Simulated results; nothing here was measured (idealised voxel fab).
Process module name: voxel wiring stack
The cross-section on display is named cut; it measures 195 nm wide, and its cells are 5 nm squares.
Bands, listed from the top down, are how a cross-section gets written in this document; the cross-section itself is a grid of square cells, and a band is one or more rows of them. Each band's line starts with the height of the band's top and of its bottom, in nm. Then come its materials from left to right, each with its width in nm. One material with "everywhere" fills the band from edge to edge. "blank" is empty space. Below 0: as-received wafer, all one material; heights counted from there. Lowest band: no bottom, goes on down, written "0 and below". Width: "30 to 40" (first number = top row, second number = bottom row, same change from row to row of cells). "remained unchanged" after a step means that no cell of the cross-section changed. The list in "Closed cavities" covers empty spaces of 8 cells or more that cannot reach the top through any open way, and it gives each as width x height at distance; the distance is from the left edge, and width, height and distance are in nm. It should be noted that, on the line of a given step, the content following the step's settings is a remark produced by the simulator itself with respect to that step. overlay nm: mask offset rightward from planned place, masked step; negative means leftward offset.

### plan
| 1 | RECEIVE: material Si |
| 2 | CONFORMAL_DEP: material SiO2, thk nm 15 |
| 3 | CONFORMAL_DEP: material SiN, thk nm 5 |
| 4 | DIRECTIONAL_DEP: material lowk, thk nm 15 |
| 5 | PATTERN: tone open, mask id METAL_1, material resist, width nm 30, pitch nm 45, thk nm 15, overlay nm 0 |
| 6 | DIRECTIONAL_ETCH: etch materials lowk, depth nm 15 |
| 7 | DIRECTIONAL_ETCH: etch materials SiN, depth nm 5 |
| 8 | STRIP: etch materials resist |
| 9 | CONFORMAL_DEP: material TiN, thk nm 5 |
| 10 | FILL_DEP: material Cu, thk nm 10 |
| 11 | CMP: height nm 35 |
| 12 | EPI: material Ru, thk nm 5 |
| 13 | FILL_DEP: material SiCN, thk nm 5 |
| 14 | DIRECTIONAL_DEP: material lowk, thk nm 15 |
| 15 | PATTERN: tone open, mask id PLUG_1, material resist, width nm 15, pitch nm 45, thk nm 15, overlay nm 0 |
| 16 | DIRECTIONAL_ETCH: etch materials lowk, depth nm 15 |
| 17 | DIRECTIONAL_ETCH: etch materials SiCN, depth nm 5 |
| 18 | STRIP: etch materials resist |
| 19 | EPI: material Ru, thk nm 10 |
| 20 | EPI: material Ru, thk nm 10 |
| 21 | DIRECTIONAL_DEP: material TiN, thk nm 5 |
| 22 | DIRECTIONAL_DEP: material Ru, thk nm 20 |
| 23 | MASKED_ETCH: tone cover, mask id METAL_2, width nm 30, pitch nm 45, etch materials Ru, depth nm 20, overlay nm 0 |
| 24 | MASKED_ETCH: tone cover, mask id METAL_2, width nm 30, pitch nm 45, etch materials TiN, depth nm 5, overlay nm 0 |
| 25 | FILL_DEP: material SiO2, thk nm 5 |
| 26 | CMP: height nm 85 |
| 27 | CONFORMAL_DEP: material SiCN, thk nm 5 |
| 28 | DIRECTIONAL_DEP: material SiO2, thk nm 30 |
| 29 | PATTERN: tone open, mask id METAL_3, material resist, width nm 30, pitch nm 45, thk nm 15, overlay nm 0 |
| 30 | DIRECTIONAL_ETCH: etch materials SiO2, depth nm 20 |
| 31 | STRIP: etch materials resist |
| 32 | PATTERN: tone open, mask id METAL_3_HOLES, material resist, width nm 15, pitch nm 90, thk nm 15, overlay nm 0 |
| 33 | DIRECTIONAL_ETCH: etch materials SiO2, depth nm 10 |
| 34 | DIRECTIONAL_ETCH: etch materials SiCN, depth nm 5 |
| 35 | STRIP: etch materials resist |
| 36 | CONFORMAL_DEP: material TiN, thk nm 5 |
| 37 | FILL_DEP: material Cu, thk nm 10 |
| 38 | CMP: height nm 120 |
| 39 | CONFORMAL_DEP: material SiCN, thk nm 5 |

### Step 1 complete: cross-section of the wafer as received
> 0 and below = Si everywhere
> Closed cavities: none

### Starting structure and process plan are as shown above, but one mistake was made in running the module; the wafer cross-section at the end of the module follows
> 125 down to 120 = SiCN everywhere
> 120 down to 90 = SiO2 everywhere
> 90 down to 85 = SiCN everywhere
> 85 down to 65 = SiO2: 15  Ru: 30  SiO2: 15  Ru: 30  SiO2: 15  Ru: 30  SiO2: 15  Ru: 30  SiO2: 15
> 65 down to 60 = SiO2: 15  TiN: 30  SiO2: 15  TiN: 30  SiO2: 15  TiN: 30  SiO2: 15  TiN: 30  SiO2: 15
> 60 down to 45 = lowk: 15  Ru: 15  lowk: 30  Ru: 15  lowk: 30  Ru: 15  lowk: 30  Ru: 15  lowk: 30
> 45 down to 35 = SiCN: 15 to 10  Ru: 15 to 40  SiCN: 30 to 5  Ru: 15 to 40  SiCN: 30 to 5  Ru: 15 to 40  SiCN: 30 to 5  Ru: 15 to 40  SiCN: 30 to 10
> 35 down to 20 = lowk: 15  TiN: 5  Cu: 20  TiN: 5  lowk: 15  TiN: 5  Cu: 20  TiN: 5  lowk: 15  TiN: 5  Cu: 20  TiN: 5  lowk: 15  TiN: 5  Cu: 20  TiN: 5  lowk: 15
> 20 down to 15 = SiN: 15  TiN: 30  SiN: 15  TiN: 30  SiN: 15  TiN: 30  SiN: 15  TiN: 30  SiN: 15
> 15 down to 0 = SiO2 everywhere
> 0 and below = Si everywhere
> Closed cavities: none
In executing the process, a mistake was made relative to the plan: step 28 of the plan saw execution twice
